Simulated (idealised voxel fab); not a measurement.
Title: Process Module voxel transistor to metal
Cross-section cut spans 210 nm and uses square cells 5 nm in size.
Reading order for cross-sections: top band down to bottom band. Underlying form: a grid of square cells. Band size: one or more rows of cells. Per band: top height and bottom height in nm, followed by the left-to-right materials and their widths in nm; "throughout" marks a single material spanning edge to edge, "blank" marks empty space. It should be noted that heights are counted from 0, beneath which the wafer as supplied is of one material throughout, and that the lowest band possesses no lower boundary but continues downward, as written in "0 -> down". The two numbers in a width such as "30 to 40" mark its ends across the band: the first belongs to the top row of cells, the second to the bottom row, and from each row to the next the width moves by the same amount. A step reported as "no alteration" is a step in which no cell of the cross-section changed. The entry "Closed void table" lists the empty spaces that cover at least 8 cells and have no open path to the top. Each is written as width x height at distance, where the distance is measured from the left edge and all three values are in nm. That trailing text on a step's line, after the settings, is the simulator's own remark on the step. What "overlay nm" on a step's line means: if the step has a mask, that mask lay this far to the right of its planned place, or, when the value is negative, to the left.
# Intended process steps
- 1: RECEIVE (material Si)
- 2: OXIDIZE (depth nm 5)
- 3: CONFORMAL_DEP (material SiN; thk nm 15)
- 4: MASKED_ETCH (tone cover; mask id ACTIVE; width nm 115; etch materials SiN; depth nm 15; overlay nm 0)
- 5: MASKED_ETCH (tone cover; mask id ACTIVE; width nm 115; etch materials SiO2; depth nm 5; overlay nm 0)
- 6: MASKED_ETCH (tone cover; mask id ACTIVE; width nm 115; etch materials Si; depth nm 25; overlay nm 0)
- 7: OXIDIZE (depth nm 5)
- 8: FILL_DEP (material SiO2; thk nm 15)
- 9: CMP (height nm 15)
- 10: SELECTIVE_ETCH (etch materials SiO2; depth nm 10)
- 11: STRIP (etch materials SiN)
- 12: SELECTIVE_ETCH (etch materials SiO2; depth nm 5)
- 13: OXIDIZE (depth nm 5)
- 14: DIRECTIONAL_DEP (material polySi; thk nm 25)
- 15: DIRECTIONAL_DEP (material SiCN; thk nm 10)
- 16: DIRECTIONAL_DEP (material aC; thk nm 10)
- 17: PATTERN (tone cover; mask id GATE; material resist; width nm 15; thk nm 25; overlay nm 0)
- 18: DIRECTIONAL_ETCH (etch materials aC; depth nm 10)
- 19: STRIP (etch materials resist)
- 20: DIRECTIONAL_ETCH (etch materials SiCN; depth nm 20)
- 21: DIRECTIONAL_ETCH (etch materials polySi; depth nm 35)
- 22: STRIP (etch materials aC)
- 23: CONFORMAL_DEP (material SiN; thk nm 10)
- 24: DIRECTIONAL_ETCH (etch materials SiN; depth nm 10)
- 25: DIRECTIONAL_ETCH (etch materials SiO2; depth nm 5)
- 26: DIRECTIONAL_ETCH (etch materials Si; depth nm 10)
- 27: EPI (material nSi; thk nm 15)
- 28: FILL_DEP (material SiO2; thk nm 5)
- 29: CMP (height nm 30)
- 30: DIRECTIONAL_DEP (material SiO2; thk nm 15)
- 31: DIRECTIONAL_DEP (material aC; thk nm 10)
- 32: PATTERN (tone open; mask id CONTACT; material resist; width nm 20; pitch nm 75; thk nm 30; overlay nm 0)
- 33: DIRECTIONAL_ETCH (etch materials aC; depth nm 10)
- 34: STRIP (etch materials resist)
- 35: DIRECTIONAL_ETCH (etch materials SiO2; depth nm 50)
- 36: STRIP (etch materials aC)
- 37: CONFORMAL_DEP (material TiN; thk nm 5)
- 38: FILL_DEP (material W; thk nm 5)
- 39: CMP (height nm 45)
- 40: CONFORMAL_DEP (material SiCN; thk nm 5)
- 41: DIRECTIONAL_DEP (material lowk; thk nm 25)
- 42: PATTERN (tone open; mask id METAL_1; material resist; width nm 20; pitch nm 75; thk nm 15; overlay nm 0)
- 43: DIRECTIONAL_ETCH (etch materials lowk; depth nm 25)
- 44: DIRECTIONAL_ETCH (etch materials SiCN; depth nm 5)
- 45: STRIP (etch materials resist)
- 46: CONFORMAL_DEP (material TiN; thk nm 5)
- 47: FILL_DEP (material Ru; thk nm 10)
- 48: CMP (height nm 75)
- 49: CONFORMAL_DEP (material SiN; thk nm 5)
# Cross-section of the wafer at receipt, which is the condition after step 1
    0 -> down | Si throughout
    Closed void table: none
# The module was run from the start shown above using the plan shown above, but one mistake was made doing it; the resulting wafer cross-section is below
    80 -> 75 | SiN throughout
    75 -> 50 | lowk 55; TiN 5; Ru 10; TiN 5; lowk 55; TiN 5; Ru 10; TiN 5; lowk 60
    50 -> 45 | SiCN 55; TiN 20; SiCN 55; TiN 20; SiCN 60
    45 -> 30 | SiO2 55; TiN 5; W 10; TiN 5; SiO2 55; TiN 5; W 10; TiN 5; SiO2 60
    30 -> 25 | SiO2 55; TiN 5; W 10; TiN 5; SiO2 10; SiN 10; SiCN 15; SiN 10; SiO2 10; TiN 5; W 10; TiN 5; SiO2 60
    25 -> 20 | SiO2 55; TiN 20; SiO2 10; SiN 10; SiCN 15; SiN 10; SiO2 10; TiN 20; SiO2 60
    20 -> 10 | SiO2 55; nSi 30; SiN 10; polySi 15; SiN 10; nSi 30; SiO2 60
    10 -> 0 | SiO2 40; nSi 45; SiN 10; polySi 15; SiN 10; nSi 45; SiO2 45
    0 -> -5 | SiO2 40; SiN 10; nSi 35; SiN 10; polySi 15; SiN 10; nSi 35; SiN 10; SiO2 45
    -5 -> -10 | SiO2 50; nSi 35; SiO2 35; nSi 35; SiO2 55
    -10 -> -20 | SiO2 50; nSi 35; Si 35; nSi 35; SiO2 55
    -20 -> -35 | SiO2 50; Si 105; SiO2 55
    -35 -> down | Si throughout
    Closed void table: none
Finding, execution versus plan: plan step 27 was twice executed
